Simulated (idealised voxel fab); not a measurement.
The name of this process module is voxel capacitor over wiring.
We display cut, a cross-section 140 nm in width whose square cells are each 5 nm.
Cross-section, as written here: a square-cell grid given band by band from the top down, where a band holds one or more rows of cells. Per band: top height and bottom height in nm, followed by the left-to-right materials and their widths in nm; "all across" marks a single material spanning edge to edge, "air" marks empty space. Heights are expressed relative to 0, this being the level below which the as-received wafer comprises one material exclusively. The lowest band is unbounded in the downward direction and is denoted as in "z 0 and below". The expression "30 to 40" gives the width at the extremes of the band, the first number at its top row of cells and the second at its bottom row, with the width changing by equal amounts from each row to the next in between. No cell of the cross-section changed in a step that is given as "everything unchanged". If an empty space has no open way to the top and is at least 8 cells in size, "Sealed cavities" lists it, written width x height at distance, where distance is measured from the left edge and every value is in nm. It should be noted that, on the line of a given step, the content following the step's settings is a remark produced by the simulator itself with respect to that step. Each step line may optionally specify "overlay nm", which for a step with a mask gives the rightward distance between the mask's planned place and where it lay, a negative value indicating the leftward direction.

[The process steps that were planned are listed below]
1 RECEIVE,material Si
2 CONFORMAL_DEP,material SiO2,thk nm 15
3 DIRECTIONAL_DEP,material TiN,thk nm 5
4 DIRECTIONAL_DEP,material W,thk nm 25
5 MASKED_ETCH,tone cover,mask id METAL_1,width nm 20,pitch nm 75,etch materials W,depth nm 25,overlay nm 0
6 MASKED_ETCH,tone cover,mask id METAL_1,width nm 20,pitch nm 75,etch materials TiN,depth nm 5,overlay nm 0
7 FILL_DEP,material lowk,thk nm 5
8 CMP,height nm 45
9 CONFORMAL_DEP,material SiCN,thk nm 5
10 DIRECTIONAL_DEP,material lowk,thk nm 15
11 PATTERN,tone open,mask id PLUG_1,material resist,width nm 15,thk nm 20,overlay nm 0
12 DIRECTIONAL_ETCH,etch materials lowk,depth nm 15
13 DIRECTIONAL_ETCH,etch materials SiCN,depth nm 5
14 STRIP,etch materials resist
15 EPI,material Ru,thk nm 10
16 EPI,material Ru,thk nm 10
17 DIRECTIONAL_DEP,material TiN,thk nm 5
18 DIRECTIONAL_DEP,material SiN,thk nm 5
19 DIRECTIONAL_DEP,material TiN,thk nm 10
20 PATTERN,tone cover,mask id UPPER_PLATE,material resist,width nm 60,thk nm 20,overlay nm 0
21 DIRECTIONAL_ETCH,etch materials TiN,depth nm 10
22 DIRECTIONAL_ETCH,etch materials SiN,depth nm 5
23 STRIP,etch materials resist
24 DIRECTIONAL_DEP,material aC,thk nm 10
25 PATTERN,tone cover,mask id LOWER_PLATE,material resist,width nm 70,thk nm 30,overlay nm 0
26 DIRECTIONAL_ETCH,etch materials aC,depth nm 10
27 STRIP,etch materials resist
28 DIRECTIONAL_ETCH,etch materials TiN,depth nm 5
29 STRIP,etch materials aC
30 FILL_DEP,material SiO2,thk nm 15
31 CMP,height nm 95
32 MASKED_ETCH,tone open,mask id PLUG_2,width nm 15,etch materials SiO2,depth nm 10,overlay nm 0
33 CONFORMAL_DEP,material TiN,thk nm 5
34 FILL_DEP,material Cu,thk nm 5
35 CMP,height nm 95
36 CONFORMAL_DEP,material SiCN,thk nm 5

[Wafer, first of two, run as planned]

[Cross-section of the wafer as it came to us, i.e., already through step 1]
* z 0 and below = Si all across
* Sealed cavities: none

[Cross-section: wafer state after step 2]
* z 15 to 0 = SiO2 all across
* Note: structure below 0 unchanged.

[Cross-section: wafer state after step 3]
* z 20 to 15 = TiN all across
* Note: structure below 15 unchanged.

[Cross-section: wafer state after step 4]
* z 45 to 20 = W all across
* Note: structure below 20 unchanged.

[Cross-section: wafer state after step 5]
* z 45 to 20 = air (20) | W (20) | air (55) | W (20) | air (25)
* Note: structure below 20 unchanged.

[Cross-section: wafer state after step 6]
* z 45 to 20 = air (20) | W (20) | air (55) | W (20) | air (25)
* z 20 to 15 = air (20) | TiN (20) | air (55) | TiN (20) | air (25)
* Note: structure below 15 unchanged.

[Cross-section: wafer state after step 7]
* z 50 to 45 = lowk all across
* z 45 to 20 = lowk (20) | W (20) | lowk (55) | W (20) | lowk (25)
* z 20 to 15 = lowk (20) | TiN (20) | lowk (55) | TiN (20) | lowk (25)
* Note: structure below 15 unchanged.

[Cross-section: wafer state after step 8]
* z 45 to 20 = lowk (20) | W (20) | lowk (55) | W (20) | lowk (25)
* Note: structure below 20 unchanged.

[Cross-section: wafer state after step 9]
* z 50 to 45 = SiCN all across
* Note: structure below 45 unchanged.

[Cross-section: wafer state after step 10]
* z 65 to 50 = lowk all across
* Note: structure below 50 unchanged.

[Cross-section: wafer state after step 11]
* z 85 to 65 = resist (25) | air (15) | resist (100)
* Note: structure below 65 unchanged.

[Cross-section: wafer state after step 12]
* z 85 to 65 = resist (25) | air (15) | resist (100)
* z 65 to 50 = lowk (25) | air (15) | lowk (100)
* Note: structure below 50 unchanged.

[Cross-section: wafer state after step 13]
* z 85 to 65 = resist (25) | air (15) | resist (100)
* z 65 to 50 = lowk (25) | air (15) | lowk (100)
* z 50 to 45 = SiCN (25) | air (15) | SiCN (100)
* Note: structure below 45 unchanged.

[Cross-section: wafer state after step 14]
* z 65 to 50 = lowk (25) | air (15) | lowk (100)
* Note: structure below 50 unchanged.

[Cross-section: wafer state after step 15]
* z 65 to 55 = lowk (25) | air (15) | lowk (100)
* z 55 to 50 = lowk (25) | Ru (15) | lowk (100)
* z 50 to 45 = SiCN (25) | Ru (15) | SiCN (100)
* Note: structure below 45 unchanged.

[Cross-section: wafer state after step 16]
* z 65 to 50 = lowk (25) | Ru (15) | lowk (100)
* Note: structure below 50 unchanged.

[Cross-section: wafer state after step 17]
* z 70 to 65 = TiN all across
* Note: structure below 65 unchanged.

[Cross-section: wafer state after step 18]
* z 75 to 70 = SiN all across
* Note: structure below 70 unchanged.

[Cross-section: wafer state after step 19]
* z 85 to 75 = TiN all across
* Note: structure below 75 unchanged.

[Cross-section: wafer state after step 20]
* z 105 to 85 = air (25) | resist (60) | air (55)
* Note: structure below 85 unchanged.

[Cross-section: wafer state after step 21]
* z 105 to 85 = air (25) | resist (60) | air (55)
* z 85 to 75 = air (25) | TiN (60) | air (55)
* Note: structure below 75 unchanged.

[Cross-section: wafer state after step 22]
* z 105 to 85 = air (25) | resist (60) | air (55)
* z 85 to 75 = air (25) | TiN (60) | air (55)
* z 75 to 70 = air (25) | SiN (60) | air (55)
* Note: structure below 70 unchanged.

[Cross-section: wafer state after step 23]
* z 85 to 75 = air (25) | TiN (60) | air (55)
* Note: structure below 75 unchanged.

[Cross-section: wafer state after step 24]
* z 95 to 85 = air (25) | aC (60) | air (55)
* z 85 to 80 = air (25) | TiN (60) | air (55)
* z 80 to 75 = aC (25) | TiN (60) | aC (55)
* z 75 to 70 = aC (25) | SiN (60) | aC (55)
* Note: structure below 70 unchanged.

[Cross-section: wafer state after step 25]
* z 125 to 95 = air (20) | resist (70) | air (50)
* z 95 to 85 = air (20) | resist (5) | aC (60) | resist (5) | air (50)
* z 85 to 80 = air (20) | resist (5) | TiN (60) | resist (5) | air (50)
* Note: structure below 80 unchanged.

[Cross-section: wafer state after step 26]
* z 115 to 95 = air (20) | resist (70) | air (50)
* z 95 to 85 = air (20) | resist (5) | aC (60) | resist (5) | air (50)
* z 85 to 80 = air (20) | resist (5) | TiN (60) | resist (5) | air (50)
* z 80 to 75 = air (20) | aC (5) | TiN (60) | aC (5) | air (50)
* z 75 to 70 = air (20) | aC (5) | SiN (60) | aC (5) | air (50)
* Note: structure below 70 unchanged.

[Cross-section: wafer state after step 27]
* z 95 to 85 = air (25) | aC (60) | air (55)
* z 85 to 80 = air (25) | TiN (60) | air (55)
* Note: structure below 80 unchanged.

[Cross-section: wafer state after step 28]
* z 95 to 85 = air (25) | aC (60) | air (55)
* z 85 to 80 = air (25) | TiN (60) | air (55)
* z 80 to 75 = air (20) | aC (5) | TiN (60) | aC (5) | air (50)
* z 75 to 70 = air (20) | aC (5) | SiN (60) | aC (5) | air (50)
* z 70 to 65 = air (20) | TiN (70) | air (50)
* Note: structure below 65 unchanged.

[Cross-section: wafer state after step 29]
* z 85 to 75 = air (25) | TiN (60) | air (55)
* z 75 to 70 = air (25) | SiN (60) | air (55)
* Note: structure below 70 unchanged.

[Cross-section: wafer state after step 30]
* z 100 to 85 = SiO2 all across
* z 85 to 75 = SiO2 (25) | TiN (60) | SiO2 (55)
* z 75 to 70 = SiO2 (25) | SiN (60) | SiO2 (55)
* z 70 to 65 = SiO2 (20) | TiN (70) | SiO2 (50)
* Note: structure below 65 unchanged.

[Cross-section: wafer state after step 31]
* z 95 to 85 = SiO2 all across
* Note: structure below 85 unchanged.

[Cross-section: wafer state after step 32]
* z 95 to 85 = SiO2 (35) | air (15) | SiO2 (90)
* Note: structure below 85 unchanged.

[Cross-section: wafer state after step 33]
* z 100 to 95 = TiN (40) | air (5) | TiN (95)
* z 95 to 90 = SiO2 (35) | TiN (5) | air (5) | TiN (5) | SiO2 (90)
* z 90 to 85 = SiO2 (35) | TiN (15) | SiO2 (90)
* Note: structure below 85 unchanged.

[Cross-section: wafer state after step 34]
* z 105 to 100 = Cu all across
* z 100 to 95 = TiN (40) | Cu (5) | TiN (95)
* z 95 to 90 = SiO2 (35) | TiN (5) | Cu (5) | TiN (5) | SiO2 (90)
* Note: structure below 90 unchanged.

[Cross-section: wafer state after step 35]
* z 95 to 90 = SiO2 (35) | TiN (5) | Cu (5) | TiN (5) | SiO2 (90)
* Note: structure below 90 unchanged.

[Cross-section: wafer state after step 36]
* z 100 to 95 = SiCN all across
* Note: structure below 95 unchanged.

[Wafer two. Same start, same plan, one slip in execution. Same as wafer one through step 16, inclusive]

[Second wafer shown in cross-section at the time step 17 was slated to end]
* z 70 to 65 = SiCN all across
* Note: structure below 65 unchanged.

[Second wafer shown in cross-section at the time step 18 was slated to end]
* z 75 to 70 = SiN all across
* Note: structure below 70 unchanged.

[Second wafer shown in cross-section at the time step 19 was slated to end]
* z 85 to 75 = TiN all across
* Note: structure below 75 unchanged.

[Second wafer shown in cross-section at the time step 20 was slated to end]
* z 105 to 85 = air (25) | resist (60) | air (55)
* Note: structure below 85 unchanged.

[Second wafer shown in cross-section at the time step 21 was slated to end]
* z 105 to 85 = air (25) | resist (60) | air (55)
* z 85 to 75 = air (25) | TiN (60) | air (55)
* Note: structure below 75 unchanged.

[Second wafer shown in cross-section at the time step 22 was slated to end]
* z 105 to 85 = air (25) | resist (60) | air (55)
* z 85 to 75 = air (25) | TiN (60) | air (55)
* z 75 to 70 = air (25) | SiN (60) | air (55)
* Note: structure below 70 unchanged.

[Second wafer shown in cross-section at the time step 23 was slated to end]
* z 85 to 75 = air (25) | TiN (60) | air (55)
* Note: structure below 75 unchanged.

[Second wafer shown in cross-section at the time step 24 was slated to end]
* z 95 to 85 = air (25) | aC (60) | air (55)
* z 85 to 80 = air (25) | TiN (60) | air (55)
* z 80 to 75 = aC (25) | TiN (60) | aC (55)
* z 75 to 70 = aC (25) | SiN (60) | aC (55)
* Note: structure below 70 unchanged.

[Second wafer shown in cross-section at the time step 25 was slated to end]
* z 125 to 95 = air (20) | resist (70) | air (50)
* z 95 to 85 = air (20) | resist (5) | aC (60) | resist (5) | air (50)
* z 85 to 80 = air (20) | resist (5) | TiN (60) | resist (5) | air (50)
* Note: structure below 80 unchanged.

[Second wafer shown in cross-section at the time step 26 was slated to end]
* z 115 to 95 = air (20) | resist (70) | air (50)
* z 95 to 85 = air (20) | resist (5) | aC (60) | resist (5) | air (50)
* z 85 to 80 = air (20) | resist (5) | TiN (60) | resist (5) | air (50)
* z 80 to 75 = air (20) | aC (5) | TiN (60) | aC (5) | air (50)
* z 75 to 70 = air (20) | aC (5) | SiN (60) | aC (5) | air (50)
* Note: structure below 70 unchanged.

[Second wafer shown in cross-section at the time step 27 was slated to end]
* z 95 to 85 = air (25) | aC (60) | air (55)
* z 85 to 80 = air (25) | TiN (60) | air (55)
* Note: structure below 80 unchanged.

Second wafer shown in cross-section at the time step 28 was slated to end: everything unchanged

[Second wafer shown in cross-section at the time step 29 was slated to end]
* z 85 to 75 = air (25) | TiN (60) | air (55)
* z 75 to 70 = air (25) | SiN (60) | air (55)
* Note: structure below 70 unchanged.

[Second wafer shown in cross-section at the time step 30 was slated to end]
* z 100 to 85 = SiO2 all across
* z 85 to 75 = SiO2 (25) | TiN (60) | SiO2 (55)
* z 75 to 70 = SiO2 (25) | SiN (60) | SiO2 (55)
* Note: structure below 70 unchanged.

[Second wafer shown in cross-section at the time step 31 was slated to end]
* z 95 to 85 = SiO2 all across
* Note: structure below 85 unchanged.

[Second wafer shown in cross-section at the time step 32 was slated to end]
* z 95 to 85 = SiO2 (35) | air (15) | SiO2 (90)
* Note: structure below 85 unchanged.

[Second wafer shown in cross-section at the time step 33 was slated to end]
* z 100 to 95 = TiN (40) | air (5) | TiN (95)
* z 95 to 90 = SiO2 (35) | TiN (5) | air (5) | TiN (5) | SiO2 (90)
* z 90 to 85 = SiO2 (35) | TiN (15) | SiO2 (90)
* Note: structure below 85 unchanged.

[Second wafer shown in cross-section at the time step 34 was slated to end]
* z 105 to 100 = Cu all across
* z 100 to 95 = TiN (40) | Cu (5) | TiN (95)
* z 95 to 90 = SiO2 (35) | TiN (5) | Cu (5) | TiN (5) | SiO2 (90)
* Note: structure below 90 unchanged.

[Second wafer shown in cross-section at the time step 35 was slated to end]
* z 95 to 90 = SiO2 (35) | TiN (5) | Cu (5) | TiN (5) | SiO2 (90)
* Note: structure below 90 unchanged.

[Second wafer shown in cross-section at the time step 36 was slated to end]
* z 100 to 95 = SiCN all across
* Note: structure below 95 unchanged.
What went wrong in running the wafer? for step 17, the planned setting was not used; the step was instead run as DIRECTIONAL_DEP,material SiCN,thk nm 5
Upon completion, the second wafer contains, in terms of cells, a greater or smaller amount of certain materials than the first wafer: 28 more of SiCN, 14 fewer of SiO2, 14 fewer of TiN
